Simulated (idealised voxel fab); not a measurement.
The process module that follows is named voxel lift off.
In the cross-section labelled cut, the width is 250 nm and each square cell is 5 nm.
A cross-section in this document is a grid of square cells, and it is written down as bands, the top band listed before the ones below it; a band is made up of one or more rows of cells.
Per band: top height and bottom height in nm, followed by the left-to-right materials and their widths in nm; "edge to edge" marks a single material spanning edge to edge, "blank" marks empty space.
We count height from 0. Below that, the starting wafer is all one material. The lowest band never ends at the bottom but goes on down; see "0 nm and below" for how that is written.
Note: "30->40" means the width goes from the first number (top row of the band) to the second number (bottom row) in equal steps per row of cells.
"nothing altered" means the step left every cell of the cross-section as it was.
Voids not open to the top, 8 cells minimum: see "Catalogued sealed voids". Written width x height at distance; distance is from the left edge; nm.
On a step's line, text after the settings is the simulator commenting on that step.
If you see "overlay nm" on a step's line and that step has a mask, it's telling you how far right of where it was planned the mask ended up; a negative number means it went left instead.

The process steps that were planned are listed below:
| 1 | RECEIVE,material Si |
| 2 | CONFORMAL_DEP,material SiO2,thk nm 15 |
| 3 | PATTERN,tone open,mask id LINES,material resist,width nm 30,pitch nm 55,thk nm 30,overlay nm 0 |
| 4 | DIRECTIONAL_DEP,material Ru,thk nm 15 |
| 5 | STRIP,etch materials resist |
| 6 | CONFORMAL_DEP,material SiO2,thk nm 10 |

Cross-section of the wafer as it came to us, i.e., already through step 1:
	0 nm and below = Si edge to edge
	Catalogued sealed voids: none

Looking at the first of two wafers in cross-section at end of module - ran to plan:
	40 nm to 30 nm = 70 nm blank, then 50 nm SiO2, then 5 nm blank, then 50 nm SiO2, then 75 nm blank
	30 nm to 25 nm = 70 nm blank, then 10 nm SiO2, then 30 nm Ru, then 10 nm SiO2, then 5 nm blank, then 10 nm SiO2, then 30 nm Ru, then 10 nm SiO2, then 75 nm blank
	25 nm to 15 nm = 80 nm SiO2, then 30 nm Ru, then 25 nm SiO2, then 30 nm Ru, then 85 nm SiO2
	15 nm to 0 nm = SiO2 edge to edge
	0 nm and below = Si edge to edge
	Catalogued sealed voids: none

Same start, same plan as the first wafer - but one mistake in the run. Cross-section of the second of the two at the end of the module:
	40 nm to 30 nm = 65 nm blank, then 50 nm SiO2, then 5 nm blank, then 50 nm SiO2, then 80 nm blank
	30 nm to 25 nm = 65 nm blank, then 10 nm SiO2, then 30 nm Ru, then 10 nm SiO2, then 5 nm blank, then 10 nm SiO2, then 30 nm Ru, then 10 nm SiO2, then 80 nm blank
	25 nm to 15 nm = 75 nm SiO2, then 30 nm Ru, then 25 nm SiO2, then 30 nm Ru, then 90 nm SiO2
	15 nm to 0 nm = SiO2 edge to edge
	0 nm and below = Si edge to edge
	Catalogued sealed voids: none
In executing the process, a mistake was made relative to the plan: step 3 was processed under conditions differing from the plan, specifically as PATTERN,tone open,mask id LINES,material resist,width nm 30,pitch nm 55,thk nm 30,overlay nm -5
The two final wafers agree on how many cells each material fills and disagree on which cells those are.
